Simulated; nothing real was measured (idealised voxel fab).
process module | voxel self aligned contacts
cross-section cut | 205 nm wide | cells 5 nm
A cross-section is a grid of square cells, given in bands from the top down. A band is one or more rows of cells.
Each band's line starts with the height of the band's top and of its bottom, in nm. Then come its materials from left to right, each with its width in nm. One material with "throughout" fills the band from edge to edge. "air" is empty space.
Height 0 is the level under which the wafer as received is all one material. The lowest band goes on downwards, as in "0 down".
A width such as "30 to 40" changes by the same amount from each row of cells to the next, from the band's top row to its bottom row.
"no change" after a step means that no cell of the cross-section changed.
closed voids: empty space of 8 cells or more with no open way to the top, each as width x height at its distance from the left edge, in nm
after a step's settings: what the simulator itself notes on the step
overlay nm, on a step with a mask: how far to the right of its planned place the mask lay; to the left if negative
Each pair below shows a cross-section before one step and the cross-section after it, down to the lowest band that changed. The line under each pair gives the step between them, with its settings. The pairs can come from different runs of this module on the same starting wafer, so a pair continues from the pair above only where its "before" says so.
before
  55 to 50: SiO2 50 | air 45 | SiO2 15 | air 45 | SiO2 50
  50 to 30: SiO2 25 | SiN 35 | air 25 | SiN 35 | air 25 | SiN 35 | SiO2 25
  30 to 5: SiO2 20 | SiN 10 | polySi 25 | SiN 10 | air 15 | SiN 10 | polySi 25 | SiN 10 | air 15 | SiN 10 | polySi 25 | SiN 10 | SiO2 20
  5 to 0: SiO2 65 | air 15 | SiO2 45 | air 15 | SiO2 65
  0 down: Si throughout
  closed voids: none
after
  60 to 55: TiN 55 | air 35 | TiN 25 | air 35 | TiN 55
  55 to 50: SiO2 50 | TiN 15 | air 15 | TiN 15 | SiO2 15 | TiN 15 | air 15 | TiN 15 | SiO2 50
  50 to 35: SiO2 25 | SiN 35 | TiN 5 | air 15 | TiN 5 | SiN 35 | TiN 5 | air 15 | TiN 5 | SiN 35 | SiO2 25
  35 to 30: SiO2 25 | SiN 35 | TiN 10 | air 5 | TiN 10 | SiN 35 | TiN 10 | air 5 | TiN 10 | SiN 35 | SiO2 25
  30 to 5: SiO2 20 | SiN 10 | polySi 25 | SiN 10 | TiN 5 | air 5 | TiN 5 | SiN 10 | polySi 25 | SiN 10 | TiN 5 | air 5 | TiN 5 | SiN 10 | polySi 25 | SiN 10 | SiO2 20
  5 to 0: SiO2 65 | TiN 15 | SiO2 45 | TiN 15 | SiO2 65
  below 0: unchanged
  closed voids: none
the step between: op CONFORMAL_DEP | material TiN | thk nm 5
before: the cross-section after the pair above
after
  65 to 60: Ru throughout
  60 to 55: TiN 55 | Ru 35 | TiN 25 | Ru 35 | TiN 55
  55 to 50: SiO2 50 | TiN 15 | Ru 15 | TiN 15 | SiO2 15 | TiN 15 | Ru 15 | TiN 15 | SiO2 50
  50 to 35: SiO2 25 | SiN 35 | TiN 5 | Ru 15 | TiN 5 | SiN 35 | TiN 5 | Ru 15 | TiN 5 | SiN 35 | SiO2 25
  35 to 30: SiO2 25 | SiN 35 | TiN 10 | Ru 5 | TiN 10 | SiN 35 | TiN 10 | Ru 5 | TiN 10 | SiN 35 | SiO2 25
  30 to 5: SiO2 20 | SiN 10 | polySi 25 | SiN 10 | TiN 5 | Ru 5 | TiN 5 | SiN 10 | polySi 25 | SiN 10 | TiN 5 | Ru 5 | TiN 5 | SiN 10 | polySi 25 | SiN 10 | SiO2 20
  below 5: unchanged
  closed voids: none
the step between: op FILL_DEP | material Ru | thk nm 5
before: the cross-section after the pair above
after
  55 to 50: SiO2 50 | TiN 15 | Ru 15 | TiN 15 | SiO2 15 | TiN 15 | Ru 15 | TiN 15 | SiO2 50
  below 50: unchanged
  closed voids: none
the step between: op CMP | height nm 55
before: the cross-section after the pair above
after
  60 to 55: SiN throughout
  below 55: unchanged
  closed voids: none
the step between: op CONFORMAL_DEP | material SiN | thk nm 5
before
  50 to 30: air 30 | SiN 25 | air 35 | SiN 25 | air 35 | SiN 25 | air 30
  30 to 5: polySi throughout
  5 to 0: SiO2 throughout
  0 down: Si throughout
  closed voids: none
after
  50 to 30: air 30 | SiN 25 | air 35 | SiN 25 | air 35 | SiN 25 | air 30
  30 to 5: air 25 | polySi 30 | air 30 | polySi 30 | air 30 | polySi 30 | air 30
  below 5: unchanged
  closed voids: none
the step between: op MASKED_ETCH | tone cover | mask id GATE | width nm 25 | pitch nm 60 | etch materials polySi | depth nm 25 | overlay nm -5
before: the cross-section after the pair above
after
  60 to 40: air 20 | SiN 45 | air 15 | SiN 45 | air 15 | SiN 45 | air 20
  40 to 30: air 15 | SiN 50 | air 10 | SiN 50 | air 10 | SiN 50 | air 20
  30 to 15: air 15 | SiN 10 | polySi 30 | SiN 10 | air 10 | SiN 10 | polySi 30 | SiN 10 | air 10 | SiN 10 | polySi 30 | SiN 10 | air 20
  15 to 5: SiN 25 | polySi 30 | SiN 30 | polySi 30 | SiN 30 | polySi 30 | SiN 30
  below 5: unchanged
  closed voids: none
the step between: op CONFORMAL_DEP | material SiN | thk nm 10
before: the cross-section after the pair above
after
  50 to 30: air 20 | SiN 45 | air 15 | SiN 45 | air 15 | SiN 45 | air 20
  30 to 5: air 15 | SiN 10 | polySi 30 | SiN 10 | air 10 | SiN 10 | polySi 30 | SiN 10 | air 10 | SiN 10 | polySi 30 | SiN 10 | air 20
  below 5: unchanged
  closed voids: none
the step between: op DIRECTIONAL_ETCH | etch materials SiN | depth nm 10
before: the cross-section after the pair above
after
  60 to 50: SiO2 throughout
  50 to 30: SiO2 20 | SiN 45 | SiO2 15 | SiN 45 | SiO2 15 | SiN 45 | SiO2 20
  30 to 5: SiO2 15 | SiN 10 | polySi 30 | SiN 10 | SiO2 10 | SiN 10 | polySi 30 | SiN 10 | SiO2 10 | SiN 10 | polySi 30 | SiN 10 | SiO2 20
  below 5: unchanged
  closed voids: none
the step between: op FILL_DEP | material SiO2 | thk nm 10
before: the cross-section after the pair above
after
  55 to 50: SiO2 throughout
  below 50: unchanged
  closed voids: none
the step between: op CMP | height nm 55
before: the cross-section after the pair above
after
  65 to 55: aC throughout
  below 55: unchanged
  closed voids: none
the step between: op DIRECTIONAL_DEP | material aC | thk nm 10
before: the cross-section after the pair above
after
  95 to 65: resist 50 | air 45 | resist 15 | air 45 | resist 50
  below 65: unchanged
  closed voids: none
the step between: op PATTERN | tone open | mask id CONTACT | material resist | width nm 45 | pitch nm 60 | thk nm 30 | overlay nm 0
before: the cross-section after the pair above
after
  85 to 65: resist 50 | air 45 | resist 15 | air 45 | resist 50
  65 to 55: aC 50 | air 45 | aC 15 | air 45 | aC 50
  below 55: unchanged
  closed voids: none
the step between: op DIRECTIONAL_ETCH | etch materials aC | depth nm 10
before: the cross-section after the pair above
after
  65 to 55: aC 50 | air 45 | aC 15 | air 45 | aC 50
  below 55: unchanged
  closed voids: none
the step between: op STRIP | etch materials resist
before: the cross-section after the pair above
after
  65 to 55: aC 50 | air 45 | aC 15 | air 45 | aC 50
  55 to 50: SiO2 50 | air 45 | SiO2 15 | air 45 | SiO2 50
  50 to 30: SiO2 20 | SiN 45 | air 15 | SiN 45 | air 15 | SiN 45 | SiO2 20
  30 to 5: SiO2 15 | SiN 10 | polySi 30 | SiN 10 | air 10 | SiN 10 | polySi 30 | SiN 10 | air 10 | SiN 10 | polySi 30 | SiN 10 | SiO2 20
  5 to 0: SiO2 65 | air 10 | SiO2 50 | air 10 | SiO2 70
  below 0: unchanged
  closed voids: none
the step between: op DIRECTIONAL_ETCH | etch materials SiO2 | depth nm 55
before: the cross-section after the pair above
after
  55 to 50: SiO2 50 | air 45 | SiO2 15 | air 45 | SiO2 50
  below 50: unchanged
  closed voids: none
the step between: op STRIP | etch materials aC
before: the cross-section after the pair above
after
  60 to 55: TiN 55 | air 35 | TiN 25 | air 35 | TiN 55
  55 to 50: SiO2 50 | TiN 20 | air 5 | TiN 20 | SiO2 15 | TiN 20 | air 5 | TiN 20 | SiO2 50
  50 to 35: SiO2 20 | SiN 45 | TiN 5 | air 5 | TiN 5 | SiN 45 | TiN 5 | air 5 | TiN 5 | SiN 45 | SiO2 20
  35 to 30: SiO2 20 | SiN 45 | TiN 15 | SiN 45 | TiN 15 | SiN 45 | SiO2 20
  30 to 5: SiO2 15 | SiN 10 | polySi 30 | SiN 10 | TiN 10 | SiN 10 | polySi 30 | SiN 10 | TiN 10 | SiN 10 | polySi 30 | SiN 10 | SiO2 20
  5 to 0: SiO2 65 | TiN 10 | SiO2 50 | TiN 10 | SiO2 70
  below 0: unchanged
  closed voids: none
the step between: op CONFORMAL_DEP | material TiN | thk nm 5
before: the cross-section after the pair above
after
  65 to 60: Ru throughout
  60 to 55: TiN 55 | Ru 35 | TiN 25 | Ru 35 | TiN 55
  55 to 50: SiO2 50 | TiN 20 | Ru 5 | TiN 20 | SiO2 15 | TiN 20 | Ru 5 | TiN 20 | SiO2 50
  50 to 35: SiO2 20 | SiN 45 | TiN 5 | Ru 5 | TiN 5 | SiN 45 | TiN 5 | Ru 5 | TiN 5 | SiN 45 | SiO2 20
  below 35: unchanged
  closed voids: none
the step between: op FILL_DEP | material Ru | thk nm 5
before: the cross-section after the pair above
after
  55 to 50: SiO2 50 | TiN 20 | Ru 5 | TiN 20 | SiO2 15 | TiN 20 | Ru 5 | TiN 20 | SiO2 50
  below 50: unchanged
  closed voids: none
the step between: op CMP | height nm 55
before: the cross-section after the pair above
after
  60 to 55: SiN throughout
  below 55: unchanged
  closed voids: none
the step between: op CONFORMAL_DEP | material SiN | thk nm 5
before
  60 to 55: TiN 55 | air 35 | TiN 25 | air 35 | TiN 55
  55 to 50: SiO2 50 | TiN 20 | air 5 | TiN 20 | SiO2 15 | TiN 20 | air 5 | TiN 20 | SiO2 50
  50 to 30: SiO2 20 | SiN 45 | TiN 5 | air 5 | TiN 5 | SiN 45 | TiN 5 | air 5 | TiN 5 | SiN 45 | SiO2 20
  30 to 5: SiO2 20 | SiN 10 | polySi 25 | SiN 10 | TiN 5 | air 5 | TiN 5 | SiN 10 | polySi 25 | SiN 10 | TiN 5 | air 5 | TiN 5 | SiN 10 | polySi 25 | SiN 10 | SiO2 20
  5 to 0: SiO2 65 | TiN 15 | SiO2 45 | TiN 15 | SiO2 65
  0 down: Si throughout
  closed voids: none
after
  65 to 60: aC throughout
  60 to 55: TiN 55 | aC 35 | TiN 25 | aC 35 | TiN 55
  55 to 50: SiO2 50 | TiN 20 | aC 5 | TiN 20 | SiO2 15 | TiN 20 | aC 5 | TiN 20 | SiO2 50
  50 to 30: SiO2 20 | SiN 45 | TiN 5 | aC 5 | TiN 5 | SiN 45 | TiN 5 | aC 5 | TiN 5 | SiN 45 | SiO2 20
  30 to 5: SiO2 20 | SiN 10 | polySi 25 | SiN 10 | TiN 5 | aC 5 | TiN 5 | SiN 10 | polySi 25 | SiN 10 | TiN 5 | aC 5 | TiN 5 | SiN 10 | polySi 25 | SiN 10 | SiO2 20
  below 5: unchanged
  closed voids: none
the step between: op FILL_DEP | material aC | thk nm 5
before: the cross-section after the pair above
after
  55 to 50: SiO2 50 | TiN 20 | aC 5 | TiN 20 | SiO2 15 | TiN 20 | aC 5 | TiN 20 | SiO2 50
  below 50: unchanged
  closed voids: none
the step between: op CMP | height nm 55
before: the cross-section after the pair above
after
  60 to 55: SiN throughout
  below 55: unchanged
  closed voids: none
the step between: op CONFORMAL_DEP | material SiN | thk nm 5
before
  65 to 55: aC throughout
  55 to 50: SiO2 throughout
  50 to 30: SiO2 20 | SiN 45 | SiO2 15 | SiN 45 | SiO2 15 | SiN 45 | SiO2 20
  30 to 5: SiO2 20 | SiN 10 | polySi 25 | SiN 10 | SiO2 15 | SiN 10 | polySi 25 | SiN 10 | SiO2 15 | SiN 10 | polySi 25 | SiN 10 | SiO2 20
  5 to 0: SiO2 throughout
  0 down: Si throughout
  closed voids: none
after
  95 to 65: air 50 | resist 45 | air 15 | resist 45 | air 50
  below 65: unchanged
  closed voids: none
the step between: op PATTERN | tone cover | mask id CONTACT | material resist | width nm 45 | pitch nm 60 | thk nm 30 | overlay nm 0
before: the cross-section after the pair above
after
  85 to 65: air 50 | resist 45 | air 15 | resist 45 | air 50
  65 to 55: air 50 | aC 45 | air 15 | aC 45 | air 50
  below 55: unchanged
  closed voids: none
the step between: op DIRECTIONAL_ETCH | etch materials aC | depth nm 10
before: the cross-section after the pair above
after
  65 to 55: air 50 | aC 45 | air 15 | aC 45 | air 50
  below 55: unchanged
  closed voids: none
the step between: op STRIP | etch materials resist
before: the cross-section after the pair above
after
  65 to 55: air 50 | aC 45 | air 15 | aC 45 | air 50
  55 to 50: air 50 | SiO2 45 | air 15 | SiO2 45 | air 50
  50 to 30: air 20 | SiN 45 | SiO2 15 | SiN 45 | SiO2 15 | SiN 45 | air 20
  30 to 5: air 20 | SiN 10 | polySi 25 | SiN 10 | SiO2 15 | SiN 10 | polySi 25 | SiN 10 | SiO2 15 | SiN 10 | polySi 25 | SiN 10 | air 20
  5 to 0: air 20 | SiO2 165 | air 20
  below 0: unchanged
  closed voids: none
the step between: op DIRECTIONAL_ETCH | etch materials SiO2 | depth nm 55
before: the cross-section after the pair above
after
  55 to 50: air 50 | SiO2 45 | air 15 | SiO2 45 | air 50
  below 50: unchanged
  closed voids: none
the step between: op STRIP | etch materials aC
before: the cross-section after the pair above
after
  60 to 55: air 45 | TiN 55 | air 5 | TiN 55 | air 45
  55 to 50: air 15 | TiN 35 | SiO2 45 | TiN 15 | SiO2 45 | TiN 35 | air 15
  50 to 30: air 15 | TiN 5 | SiN 45 | SiO2 15 | SiN 45 | SiO2 15 | SiN 45 | TiN 5 | air 15
  30 to 5: air 15 | TiN 5 | SiN 10 | polySi 25 | SiN 10 | SiO2 15 | SiN 10 | polySi 25 | SiN 10 | SiO2 15 | SiN 10 | polySi 25 | SiN 10 | TiN 5 | air 15
  5 to 0: TiN 20 | SiO2 165 | TiN 20
  below 0: unchanged
  closed voids: none
the step between: op CONFORMAL_DEP | material TiN | thk nm 5
before: the cross-section after the pair above
after
  65 to 60: Ru throughout
  60 to 55: Ru 45 | TiN 55 | Ru 5 | TiN 55 | Ru 45
  55 to 50: Ru 15 | TiN 35 | SiO2 45 | TiN 15 | SiO2 45 | TiN 35 | Ru 15
  50 to 30: Ru 15 | TiN 5 | SiN 45 | SiO2 15 | SiN 45 | SiO2 15 | SiN 45 | TiN 5 | Ru 15
  30 to 5: Ru 15 | TiN 5 | SiN 10 | polySi 25 | SiN 10 | SiO2 15 | SiN 10 | polySi 25 | SiN 10 | SiO2 15 | SiN 10 | polySi 25 | SiN 10 | TiN 5 | Ru 15
  below 5: unchanged
  closed voids: none
the step between: op FILL_DEP | material Ru | thk nm 5
before: the cross-section after the pair above
after
  55 to 50: Ru 15 | TiN 35 | SiO2 45 | TiN 15 | SiO2 45 | TiN 35 | Ru 15
  below 50: unchanged
  closed voids: none
the step between: op CMP | height nm 55
before: the cross-section after the pair above
after
  60 to 55: SiN throughout
  below 55: unchanged
  closed voids: none
the step between: op CONFORMAL_DEP | material SiN | thk nm 5
